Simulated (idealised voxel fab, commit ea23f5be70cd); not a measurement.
process module | voxel self aligned vias
cross-section cut | 220 nm wide | cells 5 nm
A cross-section is a grid of square cells, given in bands from the top down. A band is one or more rows of cells.
Each band's line starts with the height of the band's top and of its bottom, in nm. Then come its materials from left to right, each with its width in nm. One material with "throughout" fills the band from edge to edge. "air" is empty space.
Height 0 is the level under which the wafer as received is all one material. The lowest band goes on downwards, as in "0 down".
A width such as "30 to 40" changes by the same amount from each row of cells to the next, from the band's top row to its bottom row.
"no change" after a step means that no cell of the cross-section changed.
closed voids: empty space of 8 cells or more with no open way to the top, each as width x height at its distance from the left edge, in nm
after a step's settings: what the simulator itself notes on the step
overlay nm, on a step with a mask: how far to the right of its planned place the mask lay; to the left if negative
plan
1 op RECEIVE | material Si
2 op CONFORMAL_DEP | material SiO2 | thk nm 15
3 op CONFORMAL_DEP | material SiCN | thk nm 5
4 op DIRECTIONAL_DEP | material lowk | thk nm 30
5 op MASKED_ETCH | tone open | mask id LINES | width nm 25 | pitch nm 50 | etch materials lowk | depth nm 30 | overlay nm 0
6 op CONFORMAL_DEP | material TiN | thk nm 5
7 op FILL_DEP | material W | thk nm 5
8 op CMP | height nm 50
9 op SELECTIVE_ETCH | etch materials W Ru TiN | depth nm 5
10 op FILL_DEP | material SiN | thk nm 10
11 op CMP | height nm 50
12 op DIRECTIONAL_DEP | material lowk | thk nm 20
13 op PATTERN | tone open | mask id VIAS | material resist | width nm 35 | pitch nm 50 | thk nm 15 | overlay nm 0
14 op DIRECTIONAL_ETCH | etch materials lowk | depth nm 20
15 op DIRECTIONAL_ETCH | etch materials SiN | depth nm 5
16 op STRIP | etch materials resist
17 op CONFORMAL_DEP | material TiN | thk nm 5
18 op FILL_DEP | material Cu | thk nm 5
19 op CMP | height nm 70
20 op CONFORMAL_DEP | material SiN | thk nm 5
first wafer, as planned
as received, after step 1
  0 down: Si throughout
  closed voids: none
after step 2
  15 to 0: SiO2 throughout
  below 0: unchanged
after step 3
  20 to 15: SiCN throughout
  below 15: unchanged
after step 4
  50 to 20: lowk throughout
  below 20: unchanged
after step 5
  50 to 20: lowk 45 | air 25 | lowk 25 | air 25 | lowk 25 | air 25 | lowk 50
  below 20: unchanged
after step 6
  55 to 50: TiN 50 | air 15 | TiN 35 | air 15 | TiN 35 | air 15 | TiN 55
  50 to 25: lowk 45 | TiN 5 | air 15 | TiN 5 | lowk 25 | TiN 5 | air 15 | TiN 5 | lowk 25 | TiN 5 | air 15 | TiN 5 | lowk 50
  25 to 20: lowk 45 | TiN 25 | lowk 25 | TiN 25 | lowk 25 | TiN 25 | lowk 50
  below 20: unchanged
after step 7
  60 to 55: W throughout
  55 to 50: TiN 50 | W 15 | TiN 35 | W 15 | TiN 35 | W 15 | TiN 55
  50 to 25: lowk 45 | TiN 5 | W 15 | TiN 5 | lowk 25 | TiN 5 | W 15 | TiN 5 | lowk 25 | TiN 5 | W 15 | TiN 5 | lowk 50
  below 25: unchanged
after step 8
  50 to 25: lowk 45 | TiN 5 | W 15 | TiN 5 | lowk 25 | TiN 5 | W 15 | TiN 5 | lowk 25 | TiN 5 | W 15 | TiN 5 | lowk 50
  below 25: unchanged
after step 9
  50 to 45: lowk 45 | air 25 | lowk 25 | air 25 | lowk 25 | air 25 | lowk 50
  below 45: unchanged
after step 10
  60 to 50: SiN throughout
  50 to 45: lowk 45 | SiN 25 | lowk 25 | SiN 25 | lowk 25 | SiN 25 | lowk 50
  below 45: unchanged
after step 11
  50 to 45: lowk 45 | SiN 25 | lowk 25 | SiN 25 | lowk 25 | SiN 25 | lowk 50
  below 45: unchanged
after step 12
  70 to 50: lowk throughout
  below 50: unchanged
after step 13
  85 to 70: resist 40 | air 35 | resist 15 | air 35 | resist 15 | air 35 | resist 45
  below 70: unchanged
after step 14
  85 to 70: resist 40 | air 35 | resist 15 | air 35 | resist 15 | air 35 | resist 45
  70 to 50: lowk 40 | air 35 | lowk 15 | air 35 | lowk 15 | air 35 | lowk 45
  below 50: unchanged
after step 15
  85 to 70: resist 40 | air 35 | resist 15 | air 35 | resist 15 | air 35 | resist 45
  70 to 50: lowk 40 | air 35 | lowk 15 | air 35 | lowk 15 | air 35 | lowk 45
  50 to 45: lowk 45 | air 25 | lowk 25 | air 25 | lowk 25 | air 25 | lowk 50
  below 45: unchanged
after step 16
  70 to 50: lowk 40 | air 35 | lowk 15 | air 35 | lowk 15 | air 35 | lowk 45
  below 50: unchanged
after step 17
  75 to 70: TiN 45 | air 25 | TiN 25 | air 25 | TiN 25 | air 25 | TiN 50
  70 to 55: lowk 40 | TiN 5 | air 25 | TiN 5 | lowk 15 | TiN 5 | air 25 | TiN 5 | lowk 15 | TiN 5 | air 25 | TiN 5 | lowk 45
  55 to 50: lowk 40 | TiN 10 | air 15 | TiN 10 | lowk 15 | TiN 10 | air 15 | TiN 10 | lowk 15 | TiN 10 | air 15 | TiN 10 | lowk 45
  50 to 45: lowk 45 | TiN 25 | lowk 25 | TiN 25 | lowk 25 | TiN 25 | lowk 50
  below 45: unchanged
after step 18
  80 to 75: Cu throughout
  75 to 70: TiN 45 | Cu 25 | TiN 25 | Cu 25 | TiN 25 | Cu 25 | TiN 50
  70 to 55: lowk 40 | TiN 5 | Cu 25 | TiN 5 | lowk 15 | TiN 5 | Cu 25 | TiN 5 | lowk 15 | TiN 5 | Cu 25 | TiN 5 | lowk 45
  55 to 50: lowk 40 | TiN 10 | Cu 15 | TiN 10 | lowk 15 | TiN 10 | Cu 15 | TiN 10 | lowk 15 | TiN 10 | Cu 15 | TiN 10 | lowk 45
  below 50: unchanged
after step 19
  70 to 55: lowk 40 | TiN 5 | Cu 25 | TiN 5 | lowk 15 | TiN 5 | Cu 25 | TiN 5 | lowk 15 | TiN 5 | Cu 25 | TiN 5 | lowk 45
  below 55: unchanged
after step 20
  75 to 70: SiN throughout
  below 70: unchanged
second wafer: like start, like plan, one mistake. Through step 4 it matches the first wafer
when step 5 should have ended
  50 to 20: air 45 | lowk 25 | air 25 | lowk 25 | air 25 | lowk 25 | air 50
  below 20: unchanged
when step 6 should have ended
  55 to 50: air 40 | TiN 35 | air 15 | TiN 35 | air 15 | TiN 35 | air 45
  50 to 25: air 40 | TiN 5 | lowk 25 | TiN 5 | air 15 | TiN 5 | lowk 25 | TiN 5 | air 15 | TiN 5 | lowk 25 | TiN 5 | air 45
  25 to 20: TiN 45 | lowk 25 | TiN 25 | lowk 25 | TiN 25 | lowk 25 | TiN 50
  below 20: unchanged
when step 7 should have ended
  60 to 55: W throughout
  55 to 50: W 40 | TiN 35 | W 15 | TiN 35 | W 15 | TiN 35 | W 45
  50 to 25: W 40 | TiN 5 | lowk 25 | TiN 5 | W 15 | TiN 5 | lowk 25 | TiN 5 | W 15 | TiN 5 | lowk 25 | TiN 5 | W 45
  below 25: unchanged
when step 8 should have ended
  50 to 25: W 40 | TiN 5 | lowk 25 | TiN 5 | W 15 | TiN 5 | lowk 25 | TiN 5 | W 15 | TiN 5 | lowk 25 | TiN 5 | W 45
  below 25: unchanged
when step 9 should have ended
  50 to 45: air 45 | lowk 25 | air 25 | lowk 25 | air 25 | lowk 25 | air 50
  below 45: unchanged
when step 10 should have ended
  60 to 50: SiN throughout
  50 to 45: SiN 45 | lowk 25 | SiN 25 | lowk 25 | SiN 25 | lowk 25 | SiN 50
  below 45: unchanged
when step 11 should have ended
  50 to 45: SiN 45 | lowk 25 | SiN 25 | lowk 25 | SiN 25 | lowk 25 | SiN 50
  below 45: unchanged
when step 12 should have ended
  70 to 50: lowk throughout
  below 50: unchanged
when step 13 should have ended
  85 to 70: resist 40 | air 35 | resist 15 | air 35 | resist 15 | air 35 | resist 45
  below 70: unchanged
when step 14 should have ended
  85 to 70: resist 40 | air 35 | resist 15 | air 35 | resist 15 | air 35 | resist 45
  70 to 50: lowk 40 | air 35 | lowk 15 | air 35 | lowk 15 | air 35 | lowk 45
  below 50: unchanged
when step 15 should have ended
  85 to 70: resist 40 | air 35 | resist 15 | air 35 | resist 15 | air 35 | resist 45
  70 to 50: lowk 40 | air 35 | lowk 15 | air 35 | lowk 15 | air 35 | lowk 45
  50 to 45: SiN 40 | air 5 | lowk 25 | air 5 | SiN 15 | air 5 | lowk 25 | air 5 | SiN 15 | air 5 | lowk 25 | air 5 | SiN 45
  below 45: unchanged
when step 16 should have ended
  70 to 50: lowk 40 | air 35 | lowk 15 | air 35 | lowk 15 | air 35 | lowk 45
  below 50: unchanged
when step 17 should have ended
  75 to 70: TiN 45 | air 25 | TiN 25 | air 25 | TiN 25 | air 25 | TiN 50
  70 to 55: lowk 40 | TiN 5 | air 25 | TiN 5 | lowk 15 | TiN 5 | air 25 | TiN 5 | lowk 15 | TiN 5 | air 25 | TiN 5 | lowk 45
  55 to 50: lowk 40 | TiN 35 | lowk 15 | TiN 35 | lowk 15 | TiN 35 | lowk 45
  50 to 45: SiN 40 | TiN 5 | lowk 25 | TiN 5 | SiN 15 | TiN 5 | lowk 25 | TiN 5 | SiN 15 | TiN 5 | lowk 25 | TiN 5 | SiN 45
  below 45: unchanged
when step 18 should have ended
  80 to 75: Cu throughout
  75 to 70: TiN 45 | Cu 25 | TiN 25 | Cu 25 | TiN 25 | Cu 25 | TiN 50
  70 to 55: lowk 40 | TiN 5 | Cu 25 | TiN 5 | lowk 15 | TiN 5 | Cu 25 | TiN 5 | lowk 15 | TiN 5 | Cu 25 | TiN 5 | lowk 45
  below 55: unchanged
when step 19 should have ended
  70 to 55: lowk 40 | TiN 5 | Cu 25 | TiN 5 | lowk 15 | TiN 5 | Cu 25 | TiN 5 | lowk 15 | TiN 5 | Cu 25 | TiN 5 | lowk 45
  below 55: unchanged
when step 20 should have ended
  75 to 70: SiN throughout
  below 70: unchanged
what went wrong: step 5 ran as: op MASKED_ETCH | tone cover | mask id LINES | width nm 25 | pitch nm 50 | etch materials lowk | depth nm 30 | overlay nm 0
at the end the second wafer has, in cells: 9 fewer of Cu | 23 more of SiN | 14 more of TiN | 56 more of W | 84 fewer of lowk
